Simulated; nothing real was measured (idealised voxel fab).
Process module name: voxel spacer lines
Square cells of 5 nm make up the cross-section cut, whose width is 265 nm.
How to read a cross-section here: the picture is a grid of square cells, written as bands going from the top down, and any band can span one or more rows of cells.
Heights first: top, then bottom, in nm. Then materials, left to right, each with a width in nm. "edge to edge" on a single material: fills the band edge to edge. "empty": empty space.
Heights are measured from 0, the level below which the as-received wafer is all one material; the lowest band has no bottom and continues downward, written as in "0 and below".
Quick explanation for "30 to 40": the width changes in equal steps down the rows of cells, from the first number in the band's top row to the second number in its bottom row.
Reading "no modification" for a step: not a cell of the cross-section changed in it.
What "Enclosed void list" gives you is every empty space of 8 cells or more that is cut off from the top. Each appears as width x height at distance, with the distance taken from the left edge and width, height and distance all in nm.
Heads up: the bit after the settings on a step's line is the simulator's remark on that step.
overlay nm: where the mask lay relative to plan, measured to the right, on steps with a mask; negatives go left.

BELOW IS THE LIST OF PLANNED PROCESS STEPS
step 1: RECEIVE, material Si
step 2: CONFORMAL_DEP, material Al2O3, thk nm 10
step 3: DIRECTIONAL_DEP, material W, thk nm 10
step 4: DIRECTIONAL_DEP, material polySi, thk nm 25
step 5: PATTERN, tone cover, mask id MANDREL, material resist, width nm 20, pitch nm 70, thk nm 30, overlay nm 0
step 6: DIRECTIONAL_ETCH, etch materials polySi, depth nm 25
step 7: STRIP, etch materials resist
step 8: CONFORMAL_DEP, material SiO2, thk nm 15
step 9: DIRECTIONAL_ETCH, etch materials SiO2, depth nm 15
step 10: STRIP, etch materials polySi
step 11: DIRECTIONAL_ETCH, etch materials W, depth nm 10
step 12: STRIP, etch materials SiO2

SHOWN IN CROSS-SECTION IS THE WAFER AS RECEIVED, THAT IS, AS IT STANDS AFTER STEP 1
0 and below: Si edge to edge
Enclosed void list: none

WAFER CROSS-SECTION AT MODULE END: FIRST OF TWO, RUN TO PLAN
20 down to 10: empty 70 nm, W 15 nm, empty 20 nm, W 15 nm, empty 20 nm, W 15 nm, empty 20 nm, W 15 nm, empty 75 nm
10 down to 0: Al2O3 edge to edge
0 and below: Si edge to edge
Enclosed void list: none

PRESENTED HERE IS A CROSS-SECTION OF THE SECOND OF THE TWO WAFERS AS IT STOOD AT THE END OF THE MODULE. IT WAS STARTED IN THE SAME MANNER AND ASSIGNED THE SAME PLAN AS THE FIRST WAFER; HOWEVER, ONE MISTAKE WAS MADE IN ITS EXECUTION
50 down to 45: empty 70 nm, W 50 nm, empty 20 nm, W 50 nm, empty 75 nm
45 down to 25: empty 70 nm, W 15 nm, polySi 20 nm, W 15 nm, empty 20 nm, W 15 nm, polySi 20 nm, W 15 nm, empty 75 nm
25 down to 20: W 85 nm, polySi 20 nm, W 50 nm, polySi 20 nm, W 90 nm
20 down to 10: W edge to edge
10 down to 0: Al2O3 edge to edge
0 and below: Si edge to edge
Enclosed void list: none
The plan and the run diverged here: step 8 did not use the planned setting and instead ran as CONFORMAL_DEP, material W, thk nm 15
Final wafer comparison in cells, second versus first, more or fewer per material: +195 W, +40 polySi
